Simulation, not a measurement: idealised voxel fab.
This section sets out a process module, namely voxel gate over fins.
Cross-sectional view cut (width: 285 nm; square cell size: 5 nm).
Throughout this document, each cross-section is represented as a grid of square cells and is presented as a sequence of bands enumerated from the top downward, where a band comprises one or more rows of cells.
For a band, the entry starts with two heights in nm, that of the top and then that of the bottom, and carries on with the band's materials in order from left to right, each alongside its width in nm; the word "everywhere" beside a single material means it fills the band edge to edge, and "air" means empty space.
Beneath 0, the wafer as received is one material, and that level is where height counting begins. The lowest band goes on downward without a bottom; it is written like "0 nm and below".
Per-row width for "30 to 40": begins at first number (top row of band), ends at second number (bottom row), increment between rows held constant.
Step marked "nothing altered"? Then no cell in the cross-section changed in it.
Enclosed voids (no open way to top), threshold 8 cells or more, entry "Sealed voids", notation width x height at distance, distance from left edge, nm.
Heads up: the bit after the settings on a step's line is the simulator's remark on that step.
Steps that use a mask can have "overlay nm" on their line. It says how far the mask sat to the right of where it was meant to be. Negative means to the left.
[So here's the lineup of process steps we planned]
1. RECEIVE, material Si
2. CONFORMAL_DEP, material SiN, thk nm 10
3. MASKED_ETCH, tone cover, mask id FINS, width nm 15, pitch nm 60, etch materials SiN, depth nm 10, overlay nm 0
4. MASKED_ETCH, tone cover, mask id FINS, width nm 15, pitch nm 60, etch materials Si, depth nm 35, overlay nm 0
5. OXIDIZE, depth nm 5
6. FILL_DEP, material SiO2, thk nm 10
7. CMP, height nm 10
8. PATTERN, tone open, mask id RAIL, material resist, width nm 15, thk nm 20, overlay nm 0
9. DIRECTIONAL_ETCH, etch materials SiO2, depth nm 40
10. STRIP, etch materials resist
11. CONFORMAL_DEP, material TiN, thk nm 5
12. FILL_DEP, material W, thk nm 10
13. CMP, height nm 10
14. SELECTIVE_ETCH, etch materials W Ru TiN, depth nm 35
15. FILL_DEP, material SiO2, thk nm 5
16. CMP, height nm 10
17. SELECTIVE_ETCH, etch materials SiO2, depth nm 25
18. STRIP, etch materials SiN
19. CONFORMAL_DEP, material HfO2, thk nm 5
20. CONFORMAL_DEP, material TiN, thk nm 5
21. CONFORMAL_DEP, material TiAl, thk nm 5
22. CONFORMAL_DEP, material TiN, thk nm 5
23. FILL_DEP, material W, thk nm 10
24. CMP, height nm 25
25. CONFORMAL_DEP, material SiCN, thk nm 10
[Incoming wafer, cross-sectional view, post step 1]
	0 nm and below: Si everywhere
	Sealed voids: none
[Result of the module, cross-sectioned: start per above, plan per above, one error in how it was run]
	35 nm to 25 nm: SiCN everywhere
	25 nm to 20 nm: W everywhere
	20 nm to 15 nm: W (90) / TiN (45) / W (15) / TiN (45) / W (90)
	15 nm to 10 nm: W (90) / TiN (5) / TiAl (35) / TiN (5) / W (15) / TiN (5) / TiAl (35) / TiN (5) / W (90)
	10 nm to 5 nm: W (90) / TiN (5) / TiAl (5) / TiN (25) / TiAl (5) / TiN (5) / W (15) / TiN (5) / TiAl (5) / TiN (25) / TiAl (5) / TiN (5) / W (90)
	5 nm to 0 nm: TiN (95) / TiAl (5) / TiN (5) / HfO2 (15) / TiN (5) / TiAl (5) / TiN (25) / TiAl (5) / TiN (5) / HfO2 (15) / TiN (5) / TiAl (5) / TiN (95)
	0 nm to -5 nm: TiAl (100) / TiN (5) / HfO2 (5) / Si (5) / HfO2 (5) / TiN (5) / TiAl (35) / TiN (5) / HfO2 (5) / Si (5) / HfO2 (5) / TiN (5) / TiAl (100)
	-5 nm to -10 nm: TiN (105) / HfO2 (5) / Si (5) / HfO2 (5) / TiN (45) / HfO2 (5) / Si (5) / HfO2 (5) / TiN (105)
	-10 nm to -15 nm: HfO2 (110) / Si (5) / HfO2 (55) / Si (5) / HfO2 (110)
	-15 nm to -25 nm: SiO2 (110) / Si (5) / SiO2 (55) / Si (5) / SiO2 (110)
	-25 nm to -30 nm: SiO2 (110) / Si (5) / SiO2 (20) / TiN (20) / SiO2 (15) / Si (5) / SiO2 (110)
	-30 nm to -40 nm: SiO2 (110) / Si (5) / SiO2 (55) / Si (5) / SiO2 (110)
	-40 nm and below: Si everywhere
	Sealed voids: none
What was done differently from what was planned? for step 8, the planned setting was not used; the step was instead run as PATTERN, tone open, mask id RAIL, material resist, width nm 20, thk nm 20, overlay nm 0
